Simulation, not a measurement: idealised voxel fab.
process module | voxel self aligned contacts
cross-section cut | 240 nm wide | cells 5 nm
A cross-section is a grid of square cells, given in bands from the top down. A band is one or more rows of cells.
Each band's line starts with the height of the band's top and of its bottom, in nm. Then come its materials from left to right, each with its width in nm. One material with "throughout" fills the band from edge to edge. "air" is empty space.
Height 0 is the level under which the wafer as received is all one material. The lowest band goes on downwards, as in "0 down".
A width such as "30 to 40" changes by the same amount from each row of cells to the next, from the band's top row to its bottom row.
"no change" after a step means that no cell of the cross-section changed.
closed voids: empty space of 8 cells or more with no open way to the top, each as width x height at its distance from the left edge, in nm
after a step's settings: what the simulator itself notes on the step
overlay nm, on a step with a mask: how far to the right of its planned place the mask lay; to the left if negative
Each pair below shows a cross-section before one step and the cross-section after it, down to the lowest band that changed. The line under each pair gives the step between them, with its settings. The pairs can come from different runs of this module on the same starting wafer, so a pair continues from the pair above only where its "before" says so.
before
  0 down: Si throughout
  closed voids: none
after
  0 to -5: SiO2 throughout
  below -5: unchanged
  closed voids: none
the step between: op OXIDIZE | depth nm 5
before: the cross-section after the pair above
after
  20 to 0: polySi throughout
  below 0: unchanged
  closed voids: none
the step between: op DIRECTIONAL_DEP | material polySi | thk nm 20
before: the cross-section after the pair above
after
  40 to 20: SiN throughout
  below 20: unchanged
  closed voids: none
the step between: op DIRECTIONAL_DEP | material SiN | thk nm 20
before: the cross-section after the pair above
after
  55 to 40: aC throughout
  below 40: unchanged
  closed voids: none
the step between: op DIRECTIONAL_DEP | material aC | thk nm 15
before: the cross-section after the pair above
after
  85 to 55: air 70 | resist 30 | air 40 | resist 30 | air 70
  below 55: unchanged
  closed voids: none
the step between: op PATTERN | tone cover | mask id GATE | material resist | width nm 30 | pitch nm 70 | thk nm 30 | overlay nm 0
before: the cross-section after the pair above
after
  70 to 55: air 70 | resist 30 | air 40 | resist 30 | air 70
  55 to 40: air 70 | aC 30 | air 40 | aC 30 | air 70
  below 40: unchanged
  closed voids: none
the step between: op DIRECTIONAL_ETCH | etch materials aC | depth nm 15
before: the cross-section after the pair above
after
  55 to 40: air 70 | aC 30 | air 40 | aC 30 | air 70
  below 40: unchanged
  closed voids: none
the step between: op STRIP | etch materials resist
before: the cross-section after the pair above
after
  55 to 40: air 70 | aC 30 | air 40 | aC 30 | air 70
  40 to 20: air 70 | SiN 30 | air 40 | SiN 30 | air 70
  below 20: unchanged
  closed voids: none
the step between: op DIRECTIONAL_ETCH | etch materials SiN | depth nm 20
before: the cross-section after the pair above
after
  55 to 40: air 70 | aC 30 | air 40 | aC 30 | air 70
  40 to 20: air 70 | SiN 30 | air 40 | SiN 30 | air 70
  20 to 0: air 70 | polySi 30 | air 40 | polySi 30 | air 70
  below 0: unchanged
  closed voids: none
the step between: op DIRECTIONAL_ETCH | etch materials polySi | depth nm 20
before: the cross-section after the pair above
after
  40 to 20: air 70 | SiN 30 | air 40 | SiN 30 | air 70
  below 20: unchanged
  closed voids: none
the step between: op STRIP | etch materials aC
before: the cross-section after the pair above
after
  50 to 20: air 60 | SiN 50 | air 20 | SiN 50 | air 60
  20 to 10: air 60 | SiN 10 | polySi 30 | SiN 10 | air 20 | SiN 10 | polySi 30 | SiN 10 | air 60
  10 to 0: SiN 70 | polySi 30 | SiN 40 | polySi 30 | SiN 70
  below 0: unchanged
  closed voids: none
the step between: op CONFORMAL_DEP | material SiN | thk nm 10
before: the cross-section after the pair above
after
  40 to 20: air 60 | SiN 50 | air 20 | SiN 50 | air 60
  20 to 0: air 60 | SiN 10 | polySi 30 | SiN 10 | air 20 | SiN 10 | polySi 30 | SiN 10 | air 60
  below 0: unchanged
  closed voids: none
the step between: op DIRECTIONAL_ETCH | etch materials SiN | depth nm 10
before: the cross-section after the pair above
after
  60 to 40: SiO2 throughout
  40 to 20: SiO2 60 | SiN 50 | SiO2 20 | SiN 50 | SiO2 60
  20 to 0: SiO2 60 | SiN 10 | polySi 30 | SiN 10 | SiO2 20 | SiN 10 | polySi 30 | SiN 10 | SiO2 60
  below 0: unchanged
  closed voids: none
the step between: op FILL_DEP | material SiO2 | thk nm 20
before: the cross-section after the pair above
after
  50 to 40: SiO2 throughout
  below 40: unchanged
  closed voids: none
the step between: op CMP | height nm 50
before: the cross-section after the pair above
after
  70 to 50: resist 95 | air 50 | resist 95
  below 50: unchanged
  closed voids: none
the step between: op PATTERN | tone open | mask id CONTACT | material resist | width nm 50 | thk nm 20 | overlay nm 0
before: the cross-section after the pair above
after
  70 to 50: resist 95 | air 50 | resist 95
  50 to 40: SiO2 95 | air 50 | SiO2 95
  40 to 20: SiO2 60 | SiN 50 | air 20 | SiN 50 | SiO2 60
  20 to 0: SiO2 60 | SiN 10 | polySi 30 | SiN 10 | air 20 | SiN 10 | polySi 30 | SiN 10 | SiO2 60
  0 to -5: SiO2 110 | air 20 | SiO2 110
  below -5: unchanged
  closed voids: none
the step between: op DIRECTIONAL_ETCH | etch materials SiO2 | depth nm 55
before: the cross-section after the pair above
after
  50 to 40: SiO2 95 | air 50 | SiO2 95
  below 40: unchanged
  closed voids: none
the step between: op STRIP | etch materials resist
before: the cross-section after the pair above
after
  55 to 50: TiN 100 | air 40 | TiN 100
  50 to 40: SiO2 95 | TiN 5 to 20 | air 40 to 10 | TiN 5 to 20 | SiO2 95
  40 to 20: SiO2 60 | SiN 50 | TiN 5 | air 10 | TiN 5 | SiN 50 | SiO2 60
  20 to 0: SiO2 60 | SiN 10 | polySi 30 | SiN 10 | TiN 5 | air 10 | TiN 5 | SiN 10 | polySi 30 | SiN 10 | SiO2 60
  0 to -5: SiO2 110 | TiN 20 | SiO2 110
  below -5: unchanged
  closed voids: none
the step between: op CONFORMAL_DEP | material TiN | thk nm 5
before: the cross-section after the pair above
after
  65 to 55: W throughout
  55 to 50: TiN 100 | W 40 | TiN 100
  50 to 40: SiO2 95 | TiN 5 to 20 | W 40 to 10 | TiN 5 to 20 | SiO2 95
  40 to 20: SiO2 60 | SiN 50 | TiN 5 | W 10 | TiN 5 | SiN 50 | SiO2 60
  20 to 0: SiO2 60 | SiN 10 | polySi 30 | SiN 10 | TiN 5 | W 10 | TiN 5 | SiN 10 | polySi 30 | SiN 10 | SiO2 60
  below 0: unchanged
  closed voids: none
the step between: op FILL_DEP | material W | thk nm 10
before: the cross-section after the pair above
after
  50 to 40: SiO2 95 | TiN 5 to 20 | W 40 to 10 | TiN 5 to 20 | SiO2 95
  below 40: unchanged
  closed voids: none
the step between: op CMP | height nm 50
before: the cross-section after the pair above
after
  55 to 50: SiCN throughout
  below 50: unchanged
  closed voids: none
the step between: op CONFORMAL_DEP | material SiCN | thk nm 5
before
  40 to 20: air 70 | SiN 30 | air 40 | SiN 30 | air 70
  20 to 0: air 70 | polySi 30 | air 40 | polySi 30 | air 70
  0 to -5: SiO2 throughout
  -5 down: Si throughout
  closed voids: none
after
  30 to 20: air 70 | SiN 30 | air 40 | SiN 30 | air 70
  below 20: unchanged
  closed voids: none
the step between: op DIRECTIONAL_ETCH | etch materials SiN | depth nm 10
before: the cross-section after the pair above
after
  50 to 30: SiO2 throughout
  30 to 20: SiO2 70 | SiN 30 | SiO2 40 | SiN 30 | SiO2 70
  20 to 0: SiO2 70 | polySi 30 | SiO2 40 | polySi 30 | SiO2 70
  below 0: unchanged
  closed voids: none
the step between: op FILL_DEP | material SiO2 | thk nm 20
before: the cross-section after the pair above
after
  70 to 50: resist 95 | air 50 | resist 95
  below 50: unchanged
  closed voids: none
the step between: op PATTERN | tone open | mask id CONTACT | material resist | width nm 50 | thk nm 20 | overlay nm 0
before: the cross-section after the pair above
after
  70 to 50: resist 95 | air 50 | resist 95
  50 to 30: SiO2 95 | air 50 | SiO2 95
  30 to 20: SiO2 70 | SiN 30 | air 40 | SiN 30 | SiO2 70
  20 to 0: SiO2 70 | polySi 30 | air 40 | polySi 30 | SiO2 70
  0 to -5: SiO2 100 | air 40 | SiO2 100
  below -5: unchanged
  closed voids: none
the step between: op DIRECTIONAL_ETCH | etch materials SiO2 | depth nm 55
before: the cross-section after the pair above
after
  50 to 30: SiO2 95 | air 50 | SiO2 95
  below 30: unchanged
  closed voids: none
the step between: op STRIP | etch materials resist
before: the cross-section after the pair above
after
  55 to 50: TiN 100 | air 40 | TiN 100
  50 to 35: SiO2 95 | TiN 5 | air 40 | TiN 5 | SiO2 95
  35 to 30: SiO2 95 | TiN 10 | air 30 | TiN 10 | SiO2 95
  30 to 20: SiO2 70 | SiN 30 | TiN 5 | air 30 | TiN 5 | SiN 30 | SiO2 70
  20 to 0: SiO2 70 | polySi 30 | TiN 5 | air 30 | TiN 5 | polySi 30 | SiO2 70
  0 to -5: SiO2 100 | TiN 40 | SiO2 100
  below -5: unchanged
  closed voids: none
the step between: op CONFORMAL_DEP | material TiN | thk nm 5
before: the cross-section after the pair above
after
  65 to 55: W throughout
  55 to 50: TiN 100 | W 40 | TiN 100
  50 to 35: SiO2 95 | TiN 5 | W 40 | TiN 5 | SiO2 95
  35 to 30: SiO2 95 | TiN 10 | W 30 | TiN 10 | SiO2 95
  30 to 20: SiO2 70 | SiN 30 | TiN 5 | W 30 | TiN 5 | SiN 30 | SiO2 70
  20 to 0: SiO2 70 | polySi 30 | TiN 5 | W 30 | TiN 5 | polySi 30 | SiO2 70
  below 0: unchanged
  closed voids: none
the step between: op FILL_DEP | material W | thk nm 10
before: the cross-section after the pair above
after
  50 to 35: SiO2 95 | TiN 5 | W 40 | TiN 5 | SiO2 95
  below 35: unchanged
  closed voids: none
the step between: op CMP | height nm 50
before: the cross-section after the pair above
after
  55 to 50: SiCN throughout
  below 50: unchanged
  closed voids: none
the step between: op CONFORMAL_DEP | material SiCN | thk nm 5
before
  20 to 0: polySi throughout
  0 to -5: SiO2 throughout
  -5 down: Si throughout
  closed voids: none
after
  40 to 0: polySi throughout
  below 0: unchanged
  closed voids: none
the step between: op DIRECTIONAL_DEP | material polySi | thk nm 20
before: the cross-section after the pair above
after
  60 to 40: SiN throughout
  below 40: unchanged
  closed voids: none
the step between: op DIRECTIONAL_DEP | material SiN | thk nm 20
before: the cross-section after the pair above
after
  75 to 60: aC throughout
  below 60: unchanged
  closed voids: none
the step between: op DIRECTIONAL_DEP | material aC | thk nm 15
before: the cross-section after the pair above
after
  105 to 75: air 70 | resist 30 | air 40 | resist 30 | air 70
  below 75: unchanged
  closed voids: none
the step between: op PATTERN | tone cover | mask id GATE | material resist | width nm 30 | pitch nm 70 | thk nm 30 | overlay nm 0
before: the cross-section after the pair above
after
  90 to 75: air 70 | resist 30 | air 40 | resist 30 | air 70
  75 to 60: air 70 | aC 30 | air 40 | aC 30 | air 70
  below 60: unchanged
  closed voids: none
the step between: op DIRECTIONAL_ETCH | etch materials aC | depth nm 15
before: the cross-section after the pair above
after
  75 to 60: air 70 | aC 30 | air 40 | aC 30 | air 70
  below 60: unchanged
  closed voids: none
the step between: op STRIP | etch materials resist
before: the cross-section after the pair above
after
  75 to 60: air 70 | aC 30 | air 40 | aC 30 | air 70
  60 to 40: air 70 | SiN 30 | air 40 | SiN 30 | air 70
  below 40: unchanged
  closed voids: none
the step between: op DIRECTIONAL_ETCH | etch materials SiN | depth nm 20
before: the cross-section after the pair above
after
  75 to 60: air 70 | aC 30 | air 40 | aC 30 | air 70
  60 to 40: air 70 | SiN 30 | air 40 | SiN 30 | air 70
  40 to 20: air 70 | polySi 30 | air 40 | polySi 30 | air 70
  below 20: unchanged
  closed voids: none
the step between: op DIRECTIONAL_ETCH | etch materials polySi | depth nm 20
before: the cross-section after the pair above
after
  60 to 40: air 70 | SiN 30 | air 40 | SiN 30 | air 70
  below 40: unchanged
  closed voids: none
the step between: op STRIP | etch materials aC
before: the cross-section after the pair above
after
  70 to 40: air 60 | SiN 50 | air 20 | SiN 50 | air 60
  40 to 30: air 60 | SiN 10 | polySi 30 | SiN 10 | air 20 | SiN 10 | polySi 30 | SiN 10 | air 60
  30 to 20: SiN 70 | polySi 30 | SiN 40 | polySi 30 | SiN 70
  below 20: unchanged
  closed voids: none
the step between: op CONFORMAL_DEP | material SiN | thk nm 10
before: the cross-section after the pair above
after
  60 to 40: air 60 | SiN 50 | air 20 | SiN 50 | air 60
  40 to 20: air 60 | SiN 10 | polySi 30 | SiN 10 | air 20 | SiN 10 | polySi 30 | SiN 10 | air 60
  below 20: unchanged
  closed voids: none
the step between: op DIRECTIONAL_ETCH | etch materials SiN | depth nm 10
before: the cross-section after the pair above
after
  80 to 60: SiO2 throughout
  60 to 40: SiO2 60 | SiN 50 | SiO2 20 | SiN 50 | SiO2 60
  40 to 20: SiO2 60 | SiN 10 | polySi 30 | SiN 10 | SiO2 20 | SiN 10 | polySi 30 | SiN 10 | SiO2 60
  below 20: unchanged
  closed voids: none
the step between: op FILL_DEP | material SiO2 | thk nm 20
before: the cross-section after the pair above
after
  50 to 40: SiO2 60 | SiN 50 | SiO2 20 | SiN 50 | SiO2 60
  below 40: unchanged
  closed voids: none
the step between: op CMP | height nm 50
before: the cross-section after the pair above
after
  70 to 50: resist 95 | air 50 | resist 95
  below 50: unchanged
  closed voids: none
the step between: op PATTERN | tone open | mask id CONTACT | material resist | width nm 50 | thk nm 20 | overlay nm 0
before: the cross-section after the pair above
after
  70 to 50: resist 95 | air 50 | resist 95
  50 to 40: SiO2 60 | SiN 50 | air 20 | SiN 50 | SiO2 60
  40 to 20: SiO2 60 | SiN 10 | polySi 30 | SiN 10 | air 20 | SiN 10 | polySi 30 | SiN 10 | SiO2 60
  below 20: unchanged
  closed voids: none
the step between: op DIRECTIONAL_ETCH | etch materials SiO2 | depth nm 55
before: the cross-section after the pair above
after
  50 to 40: SiO2 60 | SiN 50 | air 20 | SiN 50 | SiO2 60
  below 40: unchanged
  closed voids: none
the step between: op STRIP | etch materials resist
before: the cross-section after the pair above
after
  55 to 50: TiN 115 | air 10 | TiN 115
  50 to 40: SiO2 60 | SiN 50 | TiN 5 | air 10 | TiN 5 | SiN 50 | SiO2 60
  40 to 25: SiO2 60 | SiN 10 | polySi 30 | SiN 10 | TiN 5 | air 10 | TiN 5 | SiN 10 | polySi 30 | SiN 10 | SiO2 60
  25 to 20: SiO2 60 | SiN 10 | polySi 30 | SiN 10 | TiN 20 | SiN 10 | polySi 30 | SiN 10 | SiO2 60
  below 20: unchanged
  closed voids: none
the step between: op CONFORMAL_DEP | material TiN | thk nm 5
before: the cross-section after the pair above
after
  65 to 55: W throughout
  55 to 50: TiN 115 | W 10 | TiN 115
  50 to 40: SiO2 60 | SiN 50 | TiN 5 | W 10 | TiN 5 | SiN 50 | SiO2 60
  40 to 25: SiO2 60 | SiN 10 | polySi 30 | SiN 10 | TiN 5 | W 10 | TiN 5 | SiN 10 | polySi 30 | SiN 10 | SiO2 60
  below 25: unchanged
  closed voids: none
the step between: op FILL_DEP | material W | thk nm 10
before: the cross-section after the pair above
after
  50 to 40: SiO2 60 | SiN 50 | TiN 5 | W 10 | TiN 5 | SiN 50 | SiO2 60
  below 40: unchanged
  closed voids: none
the step between: op CMP | height nm 50
before: the cross-section after the pair above
after
  55 to 50: SiCN throughout
  below 50: unchanged
  closed voids: none
the step between: op CONFORMAL_DEP | material SiCN | thk nm 5
before
  0 to -5: SiO2 throughout
  -5 down: Si throughout
  closed voids: none
after
  20 to 0: SiN throughout
  below 0: unchanged
  closed voids: none
the step between: op DIRECTIONAL_DEP | material SiN | thk nm 20
before: the cross-section after the pair above
after
  40 to 20: polySi throughout
  below 20: unchanged
  closed voids: none
the step between: op DIRECTIONAL_DEP | material polySi | thk nm 20
before: the cross-section after the pair above
after
  55 to 40: aC throughout
  below 40: unchanged
  closed voids: none
the step between: op DIRECTIONAL_DEP | material aC | thk nm 15
before: the cross-section after the pair above
after
  85 to 55: air 70 | resist 30 | air 40 | resist 30 | air 70
  below 55: unchanged
  closed voids: none
the step between: op PATTERN | tone cover | mask id GATE | material resist | width nm 30 | pitch nm 70 | thk nm 30 | overlay nm 0
before: the cross-section after the pair above
after
  70 to 55: air 70 | resist 30 | air 40 | resist 30 | air 70
  55 to 40: air 70 | aC 30 | air 40 | aC 30 | air 70
  below 40: unchanged
  closed voids: none
the step between: op DIRECTIONAL_ETCH | etch materials aC | depth nm 15
before: the cross-section after the pair above
after
  55 to 40: air 70 | aC 30 | air 40 | aC 30 | air 70
  below 40: unchanged
  closed voids: none
the step between: op STRIP | etch materials resist
before: the cross-section after the pair above
after
  55 to 40: air 70 | aC 30 | air 40 | aC 30 | air 70
  40 to 20: air 70 | polySi 30 | air 40 | polySi 30 | air 70
  below 20: unchanged
  closed voids: none
the step between: op DIRECTIONAL_ETCH | etch materials polySi | depth nm 20
before: the cross-section after the pair above
after
  40 to 20: air 70 | polySi 30 | air 40 | polySi 30 | air 70
  below 20: unchanged
  closed voids: none
the step between: op STRIP | etch materials aC
before: the cross-section after the pair above
after
  50 to 40: air 60 | SiN 50 | air 20 | SiN 50 | air 60
  40 to 30: air 60 | SiN 10 | polySi 30 | SiN 10 | air 20 | SiN 10 | polySi 30 | SiN 10 | air 60
  30 to 20: SiN 70 | polySi 30 | SiN 40 | polySi 30 | SiN 70
  below 20: unchanged
  closed voids: none
the step between: op CONFORMAL_DEP | material SiN | thk nm 10
before: the cross-section after the pair above
after
  40 to 20: air 60 | SiN 10 | polySi 30 | SiN 10 | air 20 | SiN 10 | polySi 30 | SiN 10 | air 60
  below 20: unchanged
  closed voids: none
the step between: op DIRECTIONAL_ETCH | etch materials SiN | depth nm 10
before: the cross-section after the pair above
after
  60 to 40: SiO2 throughout
  40 to 20: SiO2 60 | SiN 10 | polySi 30 | SiN 10 | SiO2 20 | SiN 10 | polySi 30 | SiN 10 | SiO2 60
  below 20: unchanged
  closed voids: none
the step between: op FILL_DEP | material SiO2 | thk nm 20
before: the cross-section after the pair above
after
  50 to 40: SiO2 throughout
  below 40: unchanged
  closed voids: none
the step between: op CMP | height nm 50
before: the cross-section after the pair above
after
  70 to 50: resist 95 | air 50 | resist 95
  below 50: unchanged
  closed voids: none
the step between: op PATTERN | tone open | mask id CONTACT | material resist | width nm 50 | thk nm 20 | overlay nm 0
before: the cross-section after the pair above
after
  70 to 50: resist 95 | air 50 | resist 95
  50 to 40: SiO2 95 | air 50 | SiO2 95
  40 to 20: SiO2 60 | SiN 10 | polySi 30 | SiN 10 | air 20 | SiN 10 | polySi 30 | SiN 10 | SiO2 60
  below 20: unchanged
  closed voids: none
the step between: op DIRECTIONAL_ETCH | etch materials SiO2 | depth nm 55
before: the cross-section after the pair above
after
  50 to 40: SiO2 95 | air 50 | SiO2 95
  below 40: unchanged
  closed voids: none
the step between: op STRIP | etch materials resist
before: the cross-section after the pair above
after
  55 to 50: TiN 100 | air 40 | TiN 100
  50 to 40: SiO2 95 | TiN 5 to 20 | air 40 to 10 | TiN 5 to 20 | SiO2 95
  40 to 25: SiO2 60 | SiN 10 | polySi 30 | SiN 10 | TiN 5 | air 10 | TiN 5 | SiN 10 | polySi 30 | SiN 10 | SiO2 60
  25 to 20: SiO2 60 | SiN 10 | polySi 30 | SiN 10 | TiN 20 | SiN 10 | polySi 30 | SiN 10 | SiO2 60
  below 20: unchanged
  closed voids: none
the step between: op CONFORMAL_DEP | material TiN | thk nm 5
before: the cross-section after the pair above
after
  65 to 55: W throughout
  55 to 50: TiN 100 | W 40 | TiN 100
  50 to 40: SiO2 95 | TiN 5 to 20 | W 40 to 10 | TiN 5 to 20 | SiO2 95
  40 to 25: SiO2 60 | SiN 10 | polySi 30 | SiN 10 | TiN 5 | W 10 | TiN 5 | SiN 10 | polySi 30 | SiN 10 | SiO2 60
  below 25: unchanged
  closed voids: none
the step between: op FILL_DEP | material W | thk nm 10
before: the cross-section after the pair above
after
  50 to 40: SiO2 95 | TiN 5 to 20 | W 40 to 10 | TiN 5 to 20 | SiO2 95
  below 40: unchanged
  closed voids: none
the step between: op CMP | height nm 50
before: the cross-section after the pair above
after
  55 to 50: SiCN throughout
  below 50: unchanged
  closed voids: none
the step between: op CONFORMAL_DEP | material SiCN | thk nm 5
before
  55 to 40: air 70 | aC 30 | air 40 | aC 30 | air 70
  40 to 20: air 70 | SiN 30 | air 40 | SiN 30 | air 70
  20 to 0: polySi throughout
  0 to -5: SiO2 throughout
  -5 down: Si throughout
  closed voids: none
after
  55 to 40: air 70 | aC 30 | air 40 | aC 30 | air 70
  40 to 20: air 70 | SiN 30 | air 40 | SiN 30 | air 70
  20 to 5: air 70 | polySi 30 | air 40 | polySi 30 | air 70
  below 5: unchanged
  closed voids: none
the step between: op DIRECTIONAL_ETCH | etch materials polySi | depth nm 15
before: the cross-section after the pair above
after
  40 to 20: air 70 | SiN 30 | air 40 | SiN 30 | air 70
  below 20: unchanged
  closed voids: none
the step between: op STRIP | etch materials aC
before: the cross-section after the pair above
after
  50 to 20: air 60 | SiN 50 | air 20 | SiN 50 | air 60
  20 to 15: air 60 | SiN 10 | polySi 30 | SiN 10 | air 20 | SiN 10 | polySi 30 | SiN 10 | air 60
  15 to 5: SiN 70 | polySi 30 | SiN 40 | polySi 30 | SiN 70
  below 5: unchanged
  closed voids: none
the step between: op CONFORMAL_DEP | material SiN | thk nm 10
before: the cross-section after the pair above
after
  40 to 20: air 60 | SiN 50 | air 20 | SiN 50 | air 60
  20 to 5: air 60 | SiN 10 | polySi 30 | SiN 10 | air 20 | SiN 10 | polySi 30 | SiN 10 | air 60
  below 5: unchanged
  closed voids: none
the step between: op DIRECTIONAL_ETCH | etch materials SiN | depth nm 10
before: the cross-section after the pair above
after
  60 to 40: SiO2 throughout
  40 to 20: SiO2 60 | SiN 50 | SiO2 20 | SiN 50 | SiO2 60
  20 to 5: SiO2 60 | SiN 10 | polySi 30 | SiN 10 | SiO2 20 | SiN 10 | polySi 30 | SiN 10 | SiO2 60
  below 5: unchanged
  closed voids: none
the step between: op FILL_DEP | material SiO2 | thk nm 20
before: the cross-section after the pair above
after
  50 to 40: SiO2 throughout
  below 40: unchanged
  closed voids: none
the step between: op CMP | height nm 50
before: the cross-section after the pair above
after
  70 to 50: resist 95 | air 50 | resist 95
  below 50: unchanged
  closed voids: none
the step between: op PATTERN | tone open | mask id CONTACT | material resist | width nm 50 | thk nm 20 | overlay nm 0
before: the cross-section after the pair above
after
  70 to 50: resist 95 | air 50 | resist 95
  50 to 40: SiO2 95 | air 50 | SiO2 95
  40 to 20: SiO2 60 | SiN 50 | air 20 | SiN 50 | SiO2 60
  20 to 5: SiO2 60 | SiN 10 | polySi 30 | SiN 10 | air 20 | SiN 10 | polySi 30 | SiN 10 | SiO2 60
  below 5: unchanged
  closed voids: none
the step between: op DIRECTIONAL_ETCH | etch materials SiO2 | depth nm 55
before: the cross-section after the pair above
after
  50 to 40: SiO2 95 | air 50 | SiO2 95
  below 40: unchanged
  closed voids: none
the step between: op STRIP | etch materials resist
before: the cross-section after the pair above
after
  55 to 50: TiN 100 | air 40 | TiN 100
  50 to 40: SiO2 95 | TiN 5 to 20 | air 40 to 10 | TiN 5 to 20 | SiO2 95
  40 to 20: SiO2 60 | SiN 50 | TiN 5 | air 10 | TiN 5 | SiN 50 | SiO2 60
  20 to 10: SiO2 60 | SiN 10 | polySi 30 | SiN 10 | TiN 5 | air 10 | TiN 5 | SiN 10 | polySi 30 | SiN 10 | SiO2 60
  10 to 5: SiO2 60 | SiN 10 | polySi 30 | SiN 10 | TiN 20 | SiN 10 | polySi 30 | SiN 10 | SiO2 60
  below 5: unchanged
  closed voids: none
the step between: op CONFORMAL_DEP | material TiN | thk nm 5
before: the cross-section after the pair above
after
  65 to 55: W throughout
  55 to 50: TiN 100 | W 40 | TiN 100
  50 to 40: SiO2 95 | TiN 5 to 20 | W 40 to 10 | TiN 5 to 20 | SiO2 95
  40 to 20: SiO2 60 | SiN 50 | TiN 5 | W 10 | TiN 5 | SiN 50 | SiO2 60
  20 to 10: SiO2 60 | SiN 10 | polySi 30 | SiN 10 | TiN 5 | W 10 | TiN 5 | SiN 10 | polySi 30 | SiN 10 | SiO2 60
  below 10: unchanged
  closed voids: none
the step between: op FILL_DEP | material W | thk nm 10
before: the cross-section after the pair above
after
  50 to 40: SiO2 95 | TiN 5 to 20 | W 40 to 10 | TiN 5 to 20 | SiO2 95
  below 40: unchanged
  closed voids: none
the step between: op CMP | height nm 50
before: the cross-section after the pair above
after
  55 to 50: SiCN throughout
  below 50: unchanged
  closed voids: none
the step between: op CONFORMAL_DEP | material SiCN | thk nm 5
before
  50 to 40: SiO2 throughout
  40 to 20: SiO2 60 | SiN 50 | SiO2 20 | SiN 50 | SiO2 60
  20 to 0: SiO2 60 | SiN 10 | polySi 30 | SiN 10 | SiO2 20 | SiN 10 | polySi 30 | SiN 10 | SiO2 60
  0 to -5: SiO2 throughout
  -5 down: Si throughout
  closed voids: none
after
  70 to 50: resist 100 | air 40 | resist 100
  below 50: unchanged
  closed voids: none
the step between: op PATTERN | tone open | mask id CONTACT | material resist | width nm 40 | thk nm 20 | overlay nm 0
before: the cross-section after the pair above
after
  70 to 50: resist 100 | air 40 | resist 100
  50 to 40: SiO2 100 | air 40 | SiO2 100
  40 to 20: SiO2 60 | SiN 50 | air 20 | SiN 50 | SiO2 60
  20 to 0: SiO2 60 | SiN 10 | polySi 30 | SiN 10 | air 20 | SiN 10 | polySi 30 | SiN 10 | SiO2 60
  0 to -5: SiO2 110 | air 20 | SiO2 110
  below -5: unchanged
  closed voids: none
the step between: op DIRECTIONAL_ETCH | etch materials SiO2 | depth nm 55
before: the cross-section after the pair above
after
  50 to 40: SiO2 100 | air 40 | SiO2 100
  below 40: unchanged
  closed voids: none
the step between: op STRIP | etch materials resist
before: the cross-section after the pair above
after
  55 to 50: TiN 105 | air 30 | TiN 105
  50 to 40: SiO2 100 | TiN 5 to 15 | air 30 to 10 | TiN 5 to 15 | SiO2 100
  40 to 20: SiO2 60 | SiN 50 | TiN 5 | air 10 | TiN 5 | SiN 50 | SiO2 60
  20 to 0: SiO2 60 | SiN 10 | polySi 30 | SiN 10 | TiN 5 | air 10 | TiN 5 | SiN 10 | polySi 30 | SiN 10 | SiO2 60
  0 to -5: SiO2 110 | TiN 20 | SiO2 110
  below -5: unchanged
  closed voids: none
the step between: op CONFORMAL_DEP | material TiN | thk nm 5
before: the cross-section after the pair above
after
  65 to 55: W throughout
  55 to 50: TiN 105 | W 30 | TiN 105
  50 to 40: SiO2 100 | TiN 5 to 15 | W 30 to 10 | TiN 5 to 15 | SiO2 100
  40 to 20: SiO2 60 | SiN 50 | TiN 5 | W 10 | TiN 5 | SiN 50 | SiO2 60
  20 to 0: SiO2 60 | SiN 10 | polySi 30 | SiN 10 | TiN 5 | W 10 | TiN 5 | SiN 10 | polySi 30 | SiN 10 | SiO2 60
  below 0: unchanged
  closed voids: none
the step between: op FILL_DEP | material W | thk nm 10
before: the cross-section after the pair above
after
  50 to 40: SiO2 100 | TiN 5 to 15 | W 30 to 10 | TiN 5 to 15 | SiO2 100
  below 40: unchanged
  closed voids: none
the step between: op CMP | height nm 50
before: the cross-section after the pair above
after
  55 to 50: SiCN throughout
  below 50: unchanged
  closed voids: none
the step between: op CONFORMAL_DEP | material SiCN | thk nm 5
before
  50 to 40: SiO2 throughout
  40 to 20: SiO2 60 | SiN 50 | SiO2 20 | SiN 50 | SiO2 60
  20 to 0: SiO2 60 | SiN 10 | polySi 30 | SiN 10 | SiO2 20 | SiN 10 | polySi 30 | SiN 10 | SiO2 60
  0 to -5: SiO2 throughout
  -5 down: Si throughout
  closed voids: none
after
  70 to 50: resist 100 | air 50 | resist 90
  below 50: unchanged
  closed voids: none
the step between: op PATTERN | tone open | mask id CONTACT | material resist | width nm 50 | thk nm 20 | overlay nm 5
before: the cross-section after the pair above
after
  70 to 50: resist 100 | air 50 | resist 90
  50 to 40: SiO2 100 | air 50 | SiO2 90
  40 to 20: SiO2 60 | SiN 50 | air 20 | SiN 50 | SiO2 60
  20 to 0: SiO2 60 | SiN 10 | polySi 30 | SiN 10 | air 20 | SiN 10 | polySi 30 | SiN 10 | SiO2 60
  0 to -5: SiO2 110 | air 20 | SiO2 110
  below -5: unchanged
  closed voids: none
the step between: op DIRECTIONAL_ETCH | etch materials SiO2 | depth nm 55
before: the cross-section after the pair above
after
  50 to 40: SiO2 100 | air 50 | SiO2 90
  below 40: unchanged
  closed voids: none
the step between: op STRIP | etch materials resist
before: the cross-section after the pair above
after
  55 to 50: TiN 105 | air 40 | TiN 95
  50 to 40: SiO2 100 | TiN 5 to 15 | air 40 to 10 | TiN 5 to 25 | SiO2 90
  40 to 20: SiO2 60 | SiN 50 | TiN 5 | air 10 | TiN 5 | SiN 50 | SiO2 60
  20 to 0: SiO2 60 | SiN 10 | polySi 30 | SiN 10 | TiN 5 | air 10 | TiN 5 | SiN 10 | polySi 30 | SiN 10 | SiO2 60
  0 to -5: SiO2 110 | TiN 20 | SiO2 110
  below -5: unchanged
  closed voids: none
the step between: op CONFORMAL_DEP | material TiN | thk nm 5
before: the cross-section after the pair above
after
  65 to 55: W throughout
  55 to 50: TiN 105 | W 40 | TiN 95
  50 to 40: SiO2 100 | TiN 5 to 15 | W 40 to 10 | TiN 5 to 25 | SiO2 90
  40 to 20: SiO2 60 | SiN 50 | TiN 5 | W 10 | TiN 5 | SiN 50 | SiO2 60
  20 to 0: SiO2 60 | SiN 10 | polySi 30 | SiN 10 | TiN 5 | W 10 | TiN 5 | SiN 10 | polySi 30 | SiN 10 | SiO2 60
  below 0: unchanged
  closed voids: none
the step between: op FILL_DEP | material W | thk nm 10
before: the cross-section after the pair above
after
  50 to 40: SiO2 100 | TiN 5 to 15 | W 40 to 10 | TiN 5 to 25 | SiO2 90
  below 40: unchanged
  closed voids: none
the step between: op CMP | height nm 50
before: the cross-section after the pair above
after
  55 to 50: SiCN throughout
  below 50: unchanged
  closed voids: none
the step between: op CONFORMAL_DEP | material SiCN | thk nm 5
